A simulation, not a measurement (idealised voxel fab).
Process module name: voxel air gaps
Cross-section cut spans 280 nm and uses square cells 5 nm in size.
Cross-section format: a grid of square cells, given as bands from top to bottom; each band is one or more rows of cells. It is stipulated that each band's entry specify, in nanometres, the height of the top of the band and then that of its bottom, followed by the materials of the band in left-to-right sequence, each together with its width in nanometres. A single material marked by the word "edge to edge" is understood to fill the band from edge to edge; the word "air" is understood to denote empty space. Heights are reckoned from 0. Under this level, the received wafer is all of one material. The bottommost band is open-ended downward, for example "0 down". Top row gets the first number, bottom row gets the second, and each row in between changes by the same step: that is how a band width like "30..40" works. No cell of the cross-section changed in a step that is given as "remains unaltered". "Voids lacking openings": empty spaces of 8 cells or more with no open way to the top, each given as width x height at distance, distance from the left edge, all in nm. Note: text after step settings on the step line = simulator remark on that step. "overlay nm" on a masked step: distance the mask lay right of its planned place, negative for left.
# Planned process steps
- 1: RECEIVE (material Si)
- 2: CONFORMAL_DEP (material SiO2; thk nm 5)
- 3: CONFORMAL_DEP (material SiN; thk nm 5)
- 4: DIRECTIONAL_DEP (material lowk; thk nm 40)
- 5: PATTERN (tone open; mask id LINES; material resist; width nm 20; pitch nm 45; thk nm 15; overlay nm 0)
- 6: DIRECTIONAL_ETCH (etch materials lowk; depth nm 40)
- 7: STRIP (etch materials resist)
- 8: CONFORMAL_DEP (material TiN; thk nm 5)
- 9: FILL_DEP (material Ru; thk nm 10)
- 10: CMP (height nm 55)
- 11: EPI (material Ru; thk nm 10)
- 12: SELECTIVE_ETCH (etch materials lowk; depth nm 50)
- 13: CONFORMAL_DEP (material SiCN; thk nm 5)
The wafers are alike at the start. At step 2, their thk nm differs. The plan lists the first wafer's value.
# The first of several wafers, as received after step 1, seen in section
    0 down = Si edge to edge
    Voids lacking openings: none
# Quick key for the table: a row per wafer, taken at the end of the module. For each material it tells you how many cells the wafer gained (+) or lost (-) since it came in, and the closed voids come after
thk nm 5 | +176 Ru | +56 SiCN | +56 SiN | +56 SiO2 | +120 TiN | +320 lowk | Voids lacking openings: none
thk nm 10 | +120 Ru | +156 SiCN | +56 SiN | +112 SiO2 | +72 TiN | Voids lacking openings: 15 x 30 at 85; 15 x 30 at 130; 15 x 30 at 175
thk nm 15 | +112 Ru | +148 SiCN | +56 SiN | +168 SiO2 | +64 TiN | Voids lacking openings: 15 x 25 at 85; 15 x 25 at 130; 15 x 25 at 175
thk nm 20 | +104 Ru | +140 SiCN | +56 SiN | +224 SiO2 | +56 TiN | Voids lacking openings: 15 x 20 at 85; 15 x 20 at 130; 15 x 20 at 175
thk nm 25 | +96 Ru | +132 SiCN | +56 SiN | +280 SiO2 | +48 TiN | Voids lacking openings: 15 x 15 at 85; 15 x 15 at 130; 15 x 15 at 175
